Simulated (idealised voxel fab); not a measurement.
Process module name: voxel double patterning
Cross-sectional view cut (width: 300 nm; square cell size: 5 nm).
For the purposes of this document, a cross-section shall be understood as a grid of square cells, specified as bands listed in top-to-bottom order, each band consisting of one or more rows of cells.
Top height, bottom height, nm. Materials left to right, width each, nm. Single material + "edge to edge" = fills band edge to edge. "empty" = empty.
A quick word on heights: they are counted from 0, and under that level the wafer as it came to us is one material throughout. The lowest band is different from the rest in having no bottom; it simply continues downward, written as in "from 0 down".
The width entry "30..40" should be interpreted row by row: the top row of cells in the band takes the first number, the bottom row takes the second number, and the change between adjacent rows is uniform throughout.
When a step is marked "remained the same", none of the cells in the cross-section changed during that step.
Any empty space of 8 cells or more lacking an open way to the top shows up in "Enclosed void entries" as width x height at distance, distance from the left edge, in nm.
Where a step's line continues beyond its settings, the continuation is a remark by the simulator itself on that step.
On any step carrying a mask, the "overlay nm" setting, if present on the step's line, tells how far right of its planned place the mask lay; negative values point to the left.

This section lists the process steps that were planned:
1) RECEIVE, material Si
2) CONFORMAL_DEP, material SiO2, thk nm 5
3) DIRECTIONAL_DEP, material W, thk nm 15
4) DIRECTIONAL_DEP, material SiCN, thk nm 10
5) DIRECTIONAL_DEP, material aC, thk nm 15
6) PATTERN, tone open, mask id FIRST, material resist, width nm 15, pitch nm 50, thk nm 30, overlay nm 0
7) DIRECTIONAL_ETCH, etch materials aC, depth nm 15
8) STRIP, etch materials resist
9) DIRECTIONAL_ETCH, etch materials SiCN, depth nm 10
10) STRIP, etch materials aC
11) PATTERN, tone open, mask id SECOND, material resist, width nm 15, pitch nm 50, thk nm 15, overlay nm 0
12) DIRECTIONAL_ETCH, etch materials SiCN, depth nm 10
13) STRIP, etch materials resist
14) DIRECTIONAL_ETCH, etch materials W, depth nm 15
15) STRIP, etch materials SiCN

What follows covers the first of two wafers; it ran as planned:

Cross-section of the wafer upon arrival, representing the state reached after step 1:
- from 0 down  Si edge to edge
- Enclosed void entries: none

After step 2: wafer cross-section:
- from 5 to 0  SiO2 edge to edge
- below 0: unchanged

After step 3: wafer cross-section:
- from 20 to 5  W edge to edge
- below 5: unchanged

After step 4: wafer cross-section:
- from 30 to 20  SiCN edge to edge
- below 20: unchanged

After step 5: wafer cross-section:
- from 45 to 30  aC edge to edge
- below 30: unchanged

After step 6: wafer cross-section:
- from 75 to 45  90 resist | 15 empty | 35 resist | 15 empty | 35 resist | 15 empty | 95 resist
- below 45: unchanged

After step 7: wafer cross-section:
- from 60 to 45  90 resist | 15 empty | 35 resist | 15 empty | 35 resist | 15 empty | 95 resist
- from 45 to 30  90 aC | 15 empty | 35 aC | 15 empty | 35 aC | 15 empty | 95 aC
- below 30: unchanged

After step 8: wafer cross-section:
- from 45 to 30  90 aC | 15 empty | 35 aC | 15 empty | 35 aC | 15 empty | 95 aC
- below 30: unchanged

After step 9: wafer cross-section:
- from 45 to 30  90 aC | 15 empty | 35 aC | 15 empty | 35 aC | 15 empty | 95 aC
- from 30 to 20  90 SiCN | 15 empty | 35 SiCN | 15 empty | 35 SiCN | 15 empty | 95 SiCN
- below 20: unchanged

After step 10: wafer cross-section:
- from 30 to 20  90 SiCN | 15 empty | 35 SiCN | 15 empty | 35 SiCN | 15 empty | 95 SiCN
- below 20: unchanged

After step 11: wafer cross-section:
- from 45 to 30  115 resist | 15 empty | 35 resist | 15 empty | 120 resist
- from 30 to 20  90 SiCN | 15 resist | 35 SiCN | 15 resist | 35 SiCN | 15 resist | 95 SiCN
- below 20: unchanged

After step 12: wafer cross-section:
- from 45 to 30  115 resist | 15 empty | 35 resist | 15 empty | 120 resist
- from 30 to 20  90 SiCN | 15 resist | 10 SiCN | 15 empty | 10 SiCN | 15 resist | 10 SiCN | 15 empty | 10 SiCN | 15 resist | 95 SiCN
- below 20: unchanged

After step 13: wafer cross-section:
- from 30 to 20  90 SiCN | 15 empty | 10 SiCN | 15 empty | 10 SiCN | 15 empty | 10 SiCN | 15 empty | 10 SiCN | 15 empty | 95 SiCN
- below 20: unchanged

After step 14: wafer cross-section:
- from 30 to 20  90 SiCN | 15 empty | 10 SiCN | 15 empty | 10 SiCN | 15 empty | 10 SiCN | 15 empty | 10 SiCN | 15 empty | 95 SiCN
- from 20 to 5  90 W | 15 empty | 10 W | 15 empty | 10 W | 15 empty | 10 W | 15 empty | 10 W | 15 empty | 95 W
- below 5: unchanged

After step 15: wafer cross-section:
- from 20 to 5  90 W | 15 empty | 10 W | 15 empty | 10 W | 15 empty | 10 W | 15 empty | 10 W | 15 empty | 95 W
- below 5: unchanged

Second wafer, same starting conditions and recipe as the first, one mistake in executing it, nothing differs from the first up to and including step 5:

Second wafer, cross-section, planned end of step 6:
- from 75 to 45  90 empty | 15 resist | 35 empty | 15 resist | 35 empty | 15 resist | 95 empty
- below 45: unchanged

Second wafer, cross-section, planned end of step 7:
- from 60 to 45  90 empty | 15 resist | 35 empty | 15 resist | 35 empty | 15 resist | 95 empty
- from 45 to 30  90 empty | 15 aC | 35 empty | 15 aC | 35 empty | 15 aC | 95 empty
- below 30: unchanged

Second wafer, cross-section, planned end of step 8:
- from 45 to 30  90 empty | 15 aC | 35 empty | 15 aC | 35 empty | 15 aC | 95 empty
- below 30: unchanged

Second wafer, cross-section, planned end of step 9:
- from 45 to 30  90 empty | 15 aC | 35 empty | 15 aC | 35 empty | 15 aC | 95 empty
- from 30 to 20  90 empty | 15 SiCN | 35 empty | 15 SiCN | 35 empty | 15 SiCN | 95 empty
- below 20: unchanged

Second wafer, cross-section, planned end of step 10:
- from 30 to 20  90 empty | 15 SiCN | 35 empty | 15 SiCN | 35 empty | 15 SiCN | 95 empty
- below 20: unchanged

Second wafer, cross-section, planned end of step 11:
- from 45 to 30  115 resist | 15 empty | 35 resist | 15 empty | 120 resist
- from 30 to 20  90 resist | 15 SiCN | 10 resist | 15 empty | 10 resist | 15 SiCN | 10 resist | 15 empty | 10 resist | 15 SiCN | 95 resist
- below 20: unchanged

Second wafer, cross-section, planned end of step 12: remained the same

Second wafer, cross-section, planned end of step 13:
- from 30 to 20  90 empty | 15 SiCN | 35 empty | 15 SiCN | 35 empty | 15 SiCN | 95 empty
- below 20: unchanged

Second wafer, cross-section, planned end of step 14:
- from 30 to 20  90 empty | 15 SiCN | 35 empty | 15 SiCN | 35 empty | 15 SiCN | 95 empty
- from 20 to 5  90 empty | 15 W | 35 empty | 15 W | 35 empty | 15 W | 95 empty
- below 5: unchanged

Second wafer, cross-section, planned end of step 15:
- from 20 to 5  90 empty | 15 W | 35 empty | 15 W | 35 empty | 15 W | 95 empty
- below 5: unchanged
What was the processing mistake? step 6 did not happen as planned, as run it was PATTERN, tone cover, mask id FIRST, material resist, width nm 15, pitch nm 50, thk nm 30, overlay nm 0
It is noted that, at the conclusion of processing, the second wafer exhibits a higher or lower cell count for certain materials relative to the first: 108 fewer of W
